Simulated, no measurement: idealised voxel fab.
The following process module bears the name voxel gate over fins.
Section cut is 190 nm wide and gridded with 5 nm square cells.
Each cross-section below is a grid of square cells, stated as bands in top-down order, with one or more rows of cells making up each band. Heights first: top, then bottom, in nm. Then materials, left to right, each with a width in nm. "throughout" on a single material: fills the band edge to edge. "blank": empty space. Height datum 0, below which the as-received substrate wafer is one material. Lowest band open at the bottom, running downward: "0 and below". The width entry "30->40" should be interpreted row by row: the top row of cells in the band takes the first number, the bottom row takes the second number, and the change between adjacent rows is uniform throughout. Key: "stayed the same" - step with no changed cell in the cross-section. Look at "Voids lacking openings" for the closed voids: empty spaces with no open path to the top, sized 8 cells or up. Each is width x height at distance, distance from the left edge, all nm. Where a step's line continues beyond its settings, the continuation is a remark by the simulator itself on that step. "overlay nm" denotes, for a step that has a mask, the displacement of the mask to the right of its planned place, with negative values corresponding to the left.

Listed below are the process steps as planned:
- 1: RECEIVE,material Si
- 2: CONFORMAL_DEP,material SiN,thk nm 10
- 3: DIRECTIONAL_DEP,material aC,thk nm 15
- 4: PATTERN,tone cover,mask id FINS,material resist,width nm 15,pitch nm 40,thk nm 30,overlay nm 0
- 5: DIRECTIONAL_ETCH,etch materials aC,depth nm 15
- 6: STRIP,etch materials resist
- 7: DIRECTIONAL_ETCH,etch materials SiN,depth nm 10
- 8: DIRECTIONAL_ETCH,etch materials Si,depth nm 30
- 9: STRIP,etch materials aC
- 10: FILL_DEP,material SiO2,thk nm 10
- 11: CMP,height nm 10
- 12: SELECTIVE_ETCH,etch materials SiO2,depth nm 25
- 13: STRIP,etch materials SiN
- 14: CONFORMAL_DEP,material HfO2,thk nm 5
- 15: CONFORMAL_DEP,material TiN,thk nm 5
- 16: CONFORMAL_DEP,material TiAl,thk nm 5
- 17: CONFORMAL_DEP,material TiN,thk nm 5
- 18: FILL_DEP,material W,thk nm 10
- 19: CMP,height nm 25
- 20: CONFORMAL_DEP,material SiCN,thk nm 5

Cross-sectional view of the wafer in its as-received condition, corresponding to the state after step 1:
0 and below = Si throughout
Voids lacking openings: none

Starting wafer: above. Plan: above. Run: one mistake. Cross-section after the module: below:
30 down to 25 = SiCN throughout
25 down to 20 = W throughout
20 down to 10 = W 25 nm, TiN 135 nm, W 30 nm
10 down to 5 = W 25 nm, TiN 10 nm, TiAl 35 nm, TiN 5 nm, TiAl 35 nm, TiN 5 nm, TiAl 35 nm, TiN 10 nm, W 30 nm
5 down to 0 = TiN 35 nm, TiAl 5 nm, HfO2 25 nm, TiAl 5 nm, TiN 5 nm, TiAl 5 nm, HfO2 25 nm, TiAl 5 nm, TiN 5 nm, TiAl 5 nm, HfO2 25 nm, TiAl 5 nm, TiN 40 nm
0 down to -5 = TiN 35 nm, TiAl 5 nm, HfO2 5 nm, Si 15 nm, HfO2 5 nm, TiAl 5 nm, TiN 5 nm, TiAl 5 nm, HfO2 5 nm, Si 15 nm, HfO2 5 nm, TiAl 5 nm, TiN 5 nm, TiAl 5 nm, HfO2 5 nm, Si 15 nm, HfO2 5 nm, TiAl 5 nm, TiN 40 nm
-5 down to -10 = TiAl 40 nm, HfO2 5 nm, Si 15 nm, HfO2 5 nm, TiAl 15 nm, HfO2 5 nm, Si 15 nm, HfO2 5 nm, TiAl 15 nm, HfO2 5 nm, Si 15 nm, HfO2 5 nm, TiAl 45 nm
-10 down to -15 = HfO2 45 nm, Si 15 nm, HfO2 25 nm, Si 15 nm, HfO2 25 nm, Si 15 nm, HfO2 50 nm
-15 down to -30 = SiO2 45 nm, Si 15 nm, SiO2 25 nm, Si 15 nm, SiO2 25 nm, Si 15 nm, SiO2 50 nm
-30 and below = Si throughout
Voids lacking openings: none
What broke from the plan during processing? deviation from plan: step 16 and step 15 executed in one another's positions
